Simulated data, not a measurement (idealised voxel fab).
Documented hereafter: the process module known as voxel local oxidation.
Cross-section cut: width 270 nm, square cells of 5 nm.
Cross-section = grid of square cells, listed top down in bands; band = one or more rows.
Look at the band entry: it leads with the top's height and the bottom's height in nm. Then it lists the materials left to right, with a width in nm for each. The word "all across" on a single material says that material fills the band edge to edge. The word "blank" is empty space.
For the purposes of this specification, 0 denotes the height below which the wafer in its as-received condition is composed wholly of one material, and the lowermost band, lacking a lower limit, extends downward without end, as expressed in "0 -> down".
A width such as "30->40" changes by the same amount from each row of cells to the next, from the band's top row to its bottom row.
Step note "nothing was modified" = no cross-section cell changed.
The label "Cavities, closed" introduces a list of the empty spaces, 8 cells or larger, that have no open way up to the top; each entry in it reads width x height at distance, where the distance is taken from the left edge and all three are stated in nm.
Post-settings text on a step line: simulator's own remark regarding the step.
If you see "overlay nm" on a step's line and that step has a mask, it's telling you how far right of where it was planned the mask ended up; a negative number means it went left instead.

Intended process steps
1 RECEIVE (material Si)
2 OXIDIZE (depth nm 5)
3 CONFORMAL_DEP (material SiN; thk nm 10)
4 MASKED_ETCH (tone cover; mask id ACTIVE; width nm 100; etch materials SiN; depth nm 10; overlay nm -15)
5 SELECTIVE_ETCH (etch materials SiO2; depth nm 5)
6 OXIDIZE (depth nm 15)
7 STRIP (etch materials SiN)
All wafers enter the flow in the same state. The overlay nm at step 4 differs from wafer to wafer, and the plan gives the value for the first wafer.

The first of several wafers, as received after step 1, seen in section
  0 -> down = Si all across
  Cavities, closed: none

Note: the following table is arranged by wafer, a row apiece. Each row reports the end-of-module state: per material, cells gained (+) or cells lost (-) compared with the wafer as received; closed voids follow
overlay nm -15, -180 Si, +144 SiO2, Cavities, closed: none
overlay nm -10, -180 Si, +144 SiO2, Cavities, closed: none
overlay nm -5, -180 Si, +144 SiO2, Cavities, closed: none
overlay nm 0, -180 Si, +144 SiO2, Cavities, closed: none
overlay nm 5, -180 Si, +144 SiO2, Cavities, closed: none
overlay nm 10, -180 Si, +144 SiO2, Cavities, closed: none
overlay nm 15, -180 Si, +144 SiO2, Cavities, closed: none
